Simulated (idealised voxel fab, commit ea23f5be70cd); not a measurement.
process module | voxel quadruple lines
The cross-section shown here is cut; it is 245 nm wide and divided into square cells measuring 5 nm on a side.
In this document a cross-section is written as a grid of square cells. It is given as a series of bands, listed from the top down, and a band is one or more rows of cells.
A band entry consists of two parts. The first gives the height of the band's top and the height of its bottom, in nm. The rest lists the band's materials from left to right, each with its width in nm. A single material labelled with the word "all across" fills the band from edge to edge, and the word "empty" marks empty space.
Convention: height 0 is the level below which the wafer, as received, is all one material. The lowest band does not terminate at the bottom but continues downward, represented as "0 down".
Top row gets the first number, bottom row gets the second, and each row in between changes by the same step: that is how a band width like "30 to 40" works.
The designation "no alteration", where it is given for a processing step, indicates that no cell of the cross-section was altered in the course of that step.
"Closed cavity list" - sealed voids, min. 8 cells, no opening to top; format: width x height at distance (distance from left edge; nm throughout).
That trailing text on a step's line, after the settings, is the simulator's own remark on the step.
Each step line may optionally specify "overlay nm", which for a step with a mask gives the rightward distance between the mask's planned place and where it lay, a negative value indicating the leftward direction.

## Here's what the planned process steps look like
1: RECEIVE [material Si]
2: CONFORMAL_DEP [material Al2O3] [thk nm 10]
3: DIRECTIONAL_DEP [material TiN] [thk nm 10]
4: DIRECTIONAL_DEP [material polySi] [thk nm 15]
5: DIRECTIONAL_DEP [material aC] [thk nm 25]
6: PATTERN [tone cover] [mask id MANDREL] [material resist] [width nm 25] [pitch nm 80] [thk nm 35] [overlay nm 0]
7: DIRECTIONAL_ETCH [etch materials aC] [depth nm 25]
8: STRIP [etch materials resist]
9: CONFORMAL_DEP [material SiO2] [thk nm 15]
10: DIRECTIONAL_ETCH [etch materials SiO2] [depth nm 15]
11: STRIP [etch materials aC]
12: DIRECTIONAL_ETCH [etch materials polySi] [depth nm 15]
13: STRIP [etch materials SiO2]
14: CONFORMAL_DEP [material SiN] [thk nm 5]
15: DIRECTIONAL_ETCH [etch materials SiN] [depth nm 5]
16: STRIP [etch materials polySi]
17: DIRECTIONAL_ETCH [etch materials TiN] [depth nm 10]
18: STRIP [etch materials SiN]

## First wafer out of two, processed as planned

## Wafer at receipt (post step 1), cross-section
> 0 down = Si all across
> Closed cavity list: none

## Take a look at the wafer's cross-section after step 2
> 10 to 0 = Al2O3 all across
> Nothing below the height 0 has changed.

## Take a look at the wafer's cross-section after step 3
> 20 to 10 = TiN all across
> Nothing below the height 10 has changed.

## Take a look at the wafer's cross-section after step 4
> 35 to 20 = polySi all across
> Nothing below the height 20 has changed.

## Take a look at the wafer's cross-section after step 5
> 60 to 35 = aC all across
> Nothing below the height 35 has changed.

## Take a look at the wafer's cross-section after step 6
> 95 to 60 = empty 70 nm, then resist 25 nm, then empty 55 nm, then resist 25 nm, then empty 70 nm
> Nothing below the height 60 has changed.

## Take a look at the wafer's cross-section after step 7
> 70 to 60 = empty 70 nm, then resist 25 nm, then empty 55 nm, then resist 25 nm, then empty 70 nm
> 60 to 35 = empty 70 nm, then aC 25 nm, then empty 55 nm, then aC 25 nm, then empty 70 nm
> Nothing below the height 35 has changed.

## Take a look at the wafer's cross-section after step 8
> 60 to 35 = empty 70 nm, then aC 25 nm, then empty 55 nm, then aC 25 nm, then empty 70 nm
> Nothing below the height 35 has changed.

## Take a look at the wafer's cross-section after step 9
> 75 to 60 = empty 55 nm, then SiO2 55 nm, then empty 25 nm, then SiO2 55 nm, then empty 55 nm
> 60 to 50 = empty 55 nm, then SiO2 15 nm, then aC 25 nm, then SiO2 15 nm, then empty 25 nm, then SiO2 15 nm, then aC 25 nm, then SiO2 15 nm, then empty 55 nm
> 50 to 35 = SiO2 70 nm, then aC 25 nm, then SiO2 55 nm, then aC 25 nm, then SiO2 70 nm
> Nothing below the height 35 has changed.

## Take a look at the wafer's cross-section after step 10
> 60 to 35 = empty 55 nm, then SiO2 15 nm, then aC 25 nm, then SiO2 15 nm, then empty 25 nm, then SiO2 15 nm, then aC 25 nm, then SiO2 15 nm, then empty 55 nm
> Nothing below the height 35 has changed.

## Take a look at the wafer's cross-section after step 11
> 60 to 35 = empty 55 nm, then SiO2 15 nm, then empty 25 nm, then SiO2 15 nm, then empty 25 nm, then SiO2 15 nm, then empty 25 nm, then SiO2 15 nm, then empty 55 nm
> Nothing below the height 35 has changed.

## Take a look at the wafer's cross-section after step 12
> 60 to 35 = empty 55 nm, then SiO2 15 nm, then empty 25 nm, then SiO2 15 nm, then empty 25 nm, then SiO2 15 nm, then empty 25 nm, then SiO2 15 nm, then empty 55 nm
> 35 to 20 = empty 55 nm, then polySi 15 nm, then empty 25 nm, then polySi 15 nm, then empty 25 nm, then polySi 15 nm, then empty 25 nm, then polySi 15 nm, then empty 55 nm
> Nothing below the height 20 has changed.

## Take a look at the wafer's cross-section after step 13
> 35 to 20 = empty 55 nm, then polySi 15 nm, then empty 25 nm, then polySi 15 nm, then empty 25 nm, then polySi 15 nm, then empty 25 nm, then polySi 15 nm, then empty 55 nm
> Nothing below the height 20 has changed.

## Take a look at the wafer's cross-section after step 14
> 40 to 35 = empty 50 nm, then SiN 25 nm, then empty 15 nm, then SiN 25 nm, then empty 15 nm, then SiN 25 nm, then empty 15 nm, then SiN 25 nm, then empty 50 nm
> 35 to 25 = empty 50 nm, then SiN 5 nm, then polySi 15 nm, then SiN 5 nm, then empty 15 nm, then SiN 5 nm, then polySi 15 nm, then SiN 5 nm, then empty 15 nm, then SiN 5 nm, then polySi 15 nm, then SiN 5 nm, then empty 15 nm, then SiN 5 nm, then polySi 15 nm, then SiN 5 nm, then empty 50 nm
> 25 to 20 = SiN 55 nm, then polySi 15 nm, then SiN 25 nm, then polySi 15 nm, then SiN 25 nm, then polySi 15 nm, then SiN 25 nm, then polySi 15 nm, then SiN 55 nm
> Nothing below the height 20 has changed.

## Take a look at the wafer's cross-section after step 15
> 35 to 20 = empty 50 nm, then SiN 5 nm, then polySi 15 nm, then SiN 5 nm, then empty 15 nm, then SiN 5 nm, then polySi 15 nm, then SiN 5 nm, then empty 15 nm, then SiN 5 nm, then polySi 15 nm, then SiN 5 nm, then empty 15 nm, then SiN 5 nm, then polySi 15 nm, then SiN 5 nm, then empty 50 nm
> Nothing below the height 20 has changed.

## Take a look at the wafer's cross-section after step 16
> 35 to 20 = empty 50 nm, then SiN 5 nm, then empty 15 nm, then SiN 5 nm, then empty 15 nm, then SiN 5 nm, then empty 15 nm, then SiN 5 nm, then empty 15 nm, then SiN 5 nm, then empty 15 nm, then SiN 5 nm, then empty 15 nm, then SiN 5 nm, then empty 15 nm, then SiN 5 nm, then empty 50 nm
> Nothing below the height 20 has changed.

## Take a look at the wafer's cross-section after step 17
> 35 to 20 = empty 50 nm, then SiN 5 nm, then empty 15 nm, then SiN 5 nm, then empty 15 nm, then SiN 5 nm, then empty 15 nm, then SiN 5 nm, then empty 15 nm, then SiN 5 nm, then empty 15 nm, then SiN 5 nm, then empty 15 nm, then SiN 5 nm, then empty 15 nm, then SiN 5 nm, then empty 50 nm
> 20 to 10 = empty 50 nm, then TiN 5 nm, then empty 15 nm, then TiN 5 nm, then empty 15 nm, then TiN 5 nm, then empty 15 nm, then TiN 5 nm, then empty 15 nm, then TiN 5 nm, then empty 15 nm, then TiN 5 nm, then empty 15 nm, then TiN 5 nm, then empty 15 nm, then TiN 5 nm, then empty 50 nm
> Nothing below the height 10 has changed.

## Take a look at the wafer's cross-section after step 18
> 20 to 10 = empty 50 nm, then TiN 5 nm, then empty 15 nm, then TiN 5 nm, then empty 15 nm, then TiN 5 nm, then empty 15 nm, then TiN 5 nm, then empty 15 nm, then TiN 5 nm, then empty 15 nm, then TiN 5 nm, then empty 15 nm, then TiN 5 nm, then empty 15 nm, then TiN 5 nm, then empty 50 nm
> Nothing below the height 10 has changed.

## Wafer two. Same start, same plan, one slip in execution. Same as wafer one through step 5, inclusive

## Second wafer, section view, time point: scheduled end of step 6
> 95 to 60 = resist 70 nm, then empty 25 nm, then resist 55 nm, then empty 25 nm, then resist 70 nm
> Nothing below the height 60 has changed.

## Second wafer, section view, time point: scheduled end of step 7
> 70 to 60 = resist 70 nm, then empty 25 nm, then resist 55 nm, then empty 25 nm, then resist 70 nm
> 60 to 35 = aC 70 nm, then empty 25 nm, then aC 55 nm, then empty 25 nm, then aC 70 nm
> Nothing below the height 35 has changed.

## Second wafer, section view, time point: scheduled end of step 8
> 60 to 35 = aC 70 nm, then empty 25 nm, then aC 55 nm, then empty 25 nm, then aC 70 nm
> Nothing below the height 35 has changed.

## Second wafer, section view, time point: scheduled end of step 9
> 75 to 60 = SiO2 all across
> 60 to 35 = aC 70 nm, then SiO2 25 nm, then aC 55 nm, then SiO2 25 nm, then aC 70 nm
> Nothing below the height 35 has changed.

## Second wafer, section view, time point: scheduled end of step 10
> 60 to 35 = aC 70 nm, then SiO2 25 nm, then aC 55 nm, then SiO2 25 nm, then aC 70 nm
> Nothing below the height 35 has changed.

## Second wafer, section view, time point: scheduled end of step 11
> 60 to 35 = empty 70 nm, then SiO2 25 nm, then empty 55 nm, then SiO2 25 nm, then empty 70 nm
> Nothing below the height 35 has changed.

## Second wafer, section view, time point: scheduled end of step 12
> 60 to 35 = empty 70 nm, then SiO2 25 nm, then empty 55 nm, then SiO2 25 nm, then empty 70 nm
> 35 to 20 = empty 70 nm, then polySi 25 nm, then empty 55 nm, then polySi 25 nm, then empty 70 nm
> Nothing below the height 20 has changed.

## Second wafer, section view, time point: scheduled end of step 13
> 35 to 20 = empty 70 nm, then polySi 25 nm, then empty 55 nm, then polySi 25 nm, then empty 70 nm
> Nothing below the height 20 has changed.

## Second wafer, section view, time point: scheduled end of step 14
> 40 to 35 = empty 65 nm, then SiN 35 nm, then empty 45 nm, then SiN 35 nm, then empty 65 nm
> 35 to 25 = empty 65 nm, then SiN 5 nm, then polySi 25 nm, then SiN 5 nm, then empty 45 nm, then SiN 5 nm, then polySi 25 nm, then SiN 5 nm, then empty 65 nm
> 25 to 20 = SiN 70 nm, then polySi 25 nm, then SiN 55 nm, then polySi 25 nm, then SiN 70 nm
> Nothing below the height 20 has changed.

## Second wafer, section view, time point: scheduled end of step 15
> 35 to 20 = empty 65 nm, then SiN 5 nm, then polySi 25 nm, then SiN 5 nm, then empty 45 nm, then SiN 5 nm, then polySi 25 nm, then SiN 5 nm, then empty 65 nm
> Nothing below the height 20 has changed.

## Second wafer, section view, time point: scheduled end of step 16
> 35 to 20 = empty 65 nm, then SiN 5 nm, then empty 25 nm, then SiN 5 nm, then empty 45 nm, then SiN 5 nm, then empty 25 nm, then SiN 5 nm, then empty 65 nm
> Nothing below the height 20 has changed.

## Second wafer, section view, time point: scheduled end of step 17
> 35 to 20 = empty 65 nm, then SiN 5 nm, then empty 25 nm, then SiN 5 nm, then empty 45 nm, then SiN 5 nm, then empty 25 nm, then SiN 5 nm, then empty 65 nm
> 20 to 10 = empty 65 nm, then TiN 5 nm, then empty 25 nm, then TiN 5 nm, then empty 45 nm, then TiN 5 nm, then empty 25 nm, then TiN 5 nm, then empty 65 nm
> Nothing below the height 10 has changed.

## Second wafer, section view, time point: scheduled end of step 18
> 20 to 10 = empty 65 nm, then TiN 5 nm, then empty 25 nm, then TiN 5 nm, then empty 45 nm, then TiN 5 nm, then empty 25 nm, then TiN 5 nm, then empty 65 nm
> Nothing below the height 10 has changed.
Processing error: heads up, step 6 didn't go per plan, it actually ran as PATTERN [tone open] [mask id MANDREL] [material resist] [width nm 25] [pitch nm 80] [thk nm 35] [overlay nm 0]
The final cell counts differ between the wafers, with the second having more or fewer of some materials than the first: TiN: 8 fewer
